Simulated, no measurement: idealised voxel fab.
process module | voxel self aligned vias
cross-section cut | 150 nm wide | cells 5 nm
A cross-section is a grid of square cells, given in bands from the top down. A band is one or more rows of cells.
Each band's line starts with the height of the band's top and of its bottom, in nm. Then come its materials from left to right, each with its width in nm. One material with "throughout" fills the band from edge to edge. "air" is empty space.
Height 0 is the level under which the wafer as received is all one material. The lowest band goes on downwards, as in "0 down".
A width such as "30 to 40" changes by the same amount from each row of cells to the next, from the band's top row to its bottom row.
"no change" after a step means that no cell of the cross-section changed.
closed voids: empty space of 8 cells or more with no open way to the top, each as width x height at its distance from the left edge, in nm
after a step's settings: what the simulator itself notes on the step
overlay nm, on a step with a mask: how far to the right of its planned place the mask lay; to the left if negative
plan
1 op RECEIVE | material Si
2 op CONFORMAL_DEP | material SiO2 | thk nm 10
3 op CONFORMAL_DEP | material SiCN | thk nm 5
4 op DIRECTIONAL_DEP | material lowk | thk nm 20
5 op DIRECTIONAL_DEP | material aC | thk nm 15
6 op PATTERN | tone open | mask id LINES | material resist | width nm 30 | pitch nm 65 | thk nm 30 | overlay nm 0
7 op DIRECTIONAL_ETCH | etch materials aC | depth nm 15
8 op STRIP | etch materials resist
9 op DIRECTIONAL_ETCH | etch materials lowk | depth nm 20
10 op STRIP | etch materials aC
11 op CONFORMAL_DEP | material TiN | thk nm 5
12 op FILL_DEP | material Ru | thk nm 10
13 op CMP | height nm 35
14 op SELECTIVE_ETCH | etch materials W Ru TiN | depth nm 10
15 op FILL_DEP | material SiN | thk nm 10
16 op CMP | height nm 25
17 op DIRECTIONAL_DEP | material lowk | thk nm 20
18 op PATTERN | tone open | mask id VIAS | material resist | width nm 40 | thk nm 20 | overlay nm 0
19 op DIRECTIONAL_ETCH | etch materials lowk | depth nm 20
20 op DIRECTIONAL_ETCH | etch materials SiN | depth nm 10
21 op STRIP | etch materials resist
22 op CONFORMAL_DEP | material TiN | thk nm 5
23 op FILL_DEP | material Ru | thk nm 10
24 op CMP | height nm 55
25 op CONFORMAL_DEP | material SiN | thk nm 5
varied across the wafers: height nm of step 16. The plan shows the first wafer's value. All wafers start alike
first wafer as received, after step 1
  0 down: Si throughout
  closed voids: none
first wafer at the end, after step 25
  60 to 55: SiN throughout
  55 to 50: Ru throughout
  50 to 45: TiN 25 | Ru 30 | TiN 95
  45 to 30: lowk 20 | TiN 5 | Ru 30 | TiN 5 | lowk 90
  30 to 25: lowk 20 | TiN 40 | lowk 90
  25 to 20: lowk 25 | TiN 5 | Ru 20 | TiN 5 | lowk 35 | TiN 5 | Ru 20 | TiN 5 | lowk 30
  20 to 15: lowk 25 | TiN 30 | lowk 35 | TiN 30 | lowk 30
  15 to 10: SiCN throughout
  10 to 0: SiO2 throughout
  0 down: Si throughout
  closed voids: none
last wafer at the end
  60 to 55: SiN throughout
  55 to 45: lowk 20 | TiN 5 | Ru 30 | TiN 5 | lowk 90
  45 to 40: SiN 20 | TiN 5 | Ru 30 | TiN 5 | SiN 90
  40 to 35: SiN 20 | TiN 40 | SiN 90
  35 to 25: lowk 25 | SiN 30 | lowk 35 | SiN 30 | lowk 30
  25 to 20: lowk 25 | TiN 5 | Ru 20 | TiN 5 | lowk 35 | TiN 5 | Ru 20 | TiN 5 | lowk 30
  20 to 15: lowk 25 | TiN 30 | lowk 35 | TiN 30 | lowk 30
  15 to 10: SiCN throughout
  10 to 0: SiO2 throughout
  0 down: Si throughout
  closed voids: none
each wafer at the end: cells of each material gained (+) or lost (-) since it was received, then its closed voids
height nm 25 | +62 Ru | +30 SiCN | +30 SiN | +60 SiO2 | +54 TiN | +124 lowk | closed voids: none
height nm 30 | +36 Ru | +30 SiCN | +36 SiN | +60 SiO2 | +56 TiN | +142 lowk | closed voids: none
height nm 35 | +34 Ru | +30 SiCN | +42 SiN | +60 SiO2 | +34 TiN | +160 lowk | closed voids: none
height nm 40 | +30 Ru | +30 SiCN | +70 SiN | +60 SiO2 | +32 TiN | +138 lowk | closed voids: none
height nm 45 | +26 Ru | +30 SiCN | +98 SiN | +60 SiO2 | +30 TiN | +116 lowk | closed voids: none
